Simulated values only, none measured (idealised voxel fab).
process module | voxel double patterning
cross-section cut | 210 nm wide | cells 5 nm
A cross-section is a grid of square cells, given in bands from the top down. A band is one or more rows of cells.
Each band's line starts with the height of the band's top and of its bottom, in nm. Then come its materials from left to right, each with its width in nm. One material with "throughout" fills the band from edge to edge. "air" is empty space.
Height 0 is the level under which the wafer as received is all one material. The lowest band goes on downwards, as in "0 down".
A width such as "30 to 40" changes by the same amount from each row of cells to the next, from the band's top row to its bottom row.
"no change" after a step means that no cell of the cross-section changed.
closed voids: empty space of 8 cells or more with no open way to the top, each as width x height at its distance from the left edge, in nm
after a step's settings: what the simulator itself notes on the step
overlay nm, on a step with a mask: how far to the right of its planned place the mask lay; to the left if negative
plan
1 op RECEIVE | material Si
2 op CONFORMAL_DEP | material SiO2 | thk nm 10
3 op DIRECTIONAL_DEP | material polySi | thk nm 10
4 op DIRECTIONAL_DEP | material SiN | thk nm 10
5 op DIRECTIONAL_DEP | material aC | thk nm 10
6 op PATTERN | tone open | mask id FIRST | material resist | width nm 15 | pitch nm 50 | thk nm 25 | overlay nm 0
7 op DIRECTIONAL_ETCH | etch materials aC | depth nm 10
8 op STRIP | etch materials resist
9 op DIRECTIONAL_ETCH | etch materials SiN | depth nm 10
10 op STRIP | etch materials aC
11 op MASKED_ETCH | tone open | mask id SECOND | width nm 15 | pitch nm 50 | etch materials SiN | depth nm 10 | overlay nm 0
12 op DIRECTIONAL_ETCH | etch materials polySi | depth nm 5
13 op STRIP | etch materials SiN
varied across the wafers: depth nm of step 12. The plan shows the first wafer's value. All wafers start alike
first wafer as received, after step 1
  0 down: Si throughout
  closed voids: none
first wafer at the end, after step 13
  20 to 15: polySi 45 | air 15 | polySi 10 | air 15 | polySi 10 | air 15 | polySi 10 | air 15 | polySi 10 | air 15 | polySi 50
  15 to 10: polySi throughout
  10 to 0: SiO2 throughout
  0 down: Si throughout
  closed voids: none
last wafer at the end
  20 to 10: polySi 45 | air 15 | polySi 10 | air 15 | polySi 10 | air 15 | polySi 10 | air 15 | polySi 10 | air 15 | polySi 50
  10 to 0: SiO2 throughout
  0 down: Si throughout
  closed voids: none
each wafer at the end: cells of each material gained (+) or lost (-) since it was received, then its closed voids
depth nm 5 | +84 SiO2 | +69 polySi | closed voids: none
depth nm 10 | +84 SiO2 | +54 polySi | closed voids: none
depth nm 15 | +84 SiO2 | +54 polySi | closed voids: none
depth nm 20 | +84 SiO2 | +54 polySi | closed voids: none
depth nm 25 | +84 SiO2 | +54 polySi | closed voids: none
